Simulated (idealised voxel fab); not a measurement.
The name of this process module is voxel plated lines.
Shown is cross-section cut, with a width of 240 nm and square cells of size 5 nm.
This document writes a cross-section as a grid whose cells are square, and gives it as bands, listed from the top down; one or more rows of cells form a band. In this notation a band is specified by the heights of its top and bottom, in that order and in nm, after which its materials appear from left to right, each paired with its width in nm. The word "everywhere" attached to a single material means that material fills the band from edge to edge; the word "empty" stands for empty space. Heights are expressed relative to 0, this being the level below which the as-received wafer comprises one material exclusively. The lowest band is unbounded in the downward direction and is denoted as in "0 and below". Width spec "30 to 40" -> top row of cells at first value, bottom row at second value, equal per-row change in between. Step note "no change" = no cross-section cell changed. Listed in "Non-vented voids": every empty space of 8 or more cells without an open way to the top. Form: width x height at distance, the distance being from the left edge, all in nm. Post-settings text on a step line: simulator's own remark regarding the step. The optional step-line setting "overlay nm" applies to steps with a mask and quantifies how far to the right of its planned location the mask lay, a negative value indicating leftward placement.

[List of planned process steps]
- 1: RECEIVE: material Si
- 2: CONFORMAL_DEP: material Al2O3, thk nm 10
- 3: DIRECTIONAL_DEP: material TiN, thk nm 5
- 4: PATTERN: tone open, mask id LINES, material resist, width nm 30, pitch nm 60, thk nm 30, overlay nm 0
- 5: EPI: material Ru, thk nm 10
- 6: EPI: material Ru, thk nm 10
- 7: STRIP: etch materials resist
- 8: DIRECTIONAL_ETCH: etch materials TiN, depth nm 5
- 9: CONFORMAL_DEP: material SiN, thk nm 5

[Here's what the wafer looked like in cross-section when it arrived - that's after step 1]
0 and below  Si everywhere
Non-vented voids: none

[The first of two wafers, cross-sectioned at the end of the module, with the run proceeding as planned]
40 down to 35  empty 10 nm  SiN 40 nm  empty 20 nm  SiN 40 nm  empty 20 nm  SiN 40 nm  empty 20 nm  SiN 40 nm  empty 10 nm
35 down to 15  empty 10 nm  SiN 5 nm  Ru 30 nm  SiN 5 nm  empty 20 nm  SiN 5 nm  Ru 30 nm  SiN 5 nm  empty 20 nm  SiN 5 nm  Ru 30 nm  SiN 5 nm  empty 20 nm  SiN 5 nm  Ru 30 nm  SiN 5 nm  empty 10 nm
15 down to 10  SiN 15 nm  TiN 30 nm  SiN 30 nm  TiN 30 nm  SiN 30 nm  TiN 30 nm  SiN 30 nm  TiN 30 nm  SiN 15 nm
10 down to 0  Al2O3 everywhere
0 and below  Si everywhere
Non-vented voids: none

[Wafer two (of two), end-of-module cross-section: start = wafer one, plan = wafer one, one run mistake]
15 down to 10  SiN everywhere
10 down to 0  Al2O3 everywhere
0 and below  Si everywhere
Non-vented voids: none
Plan not followed: plan step 3: skipped, not run
The second wafer ends with more or fewer cells of some materials than the first, per final count: Ru -96 | SiN -40 | TiN -24
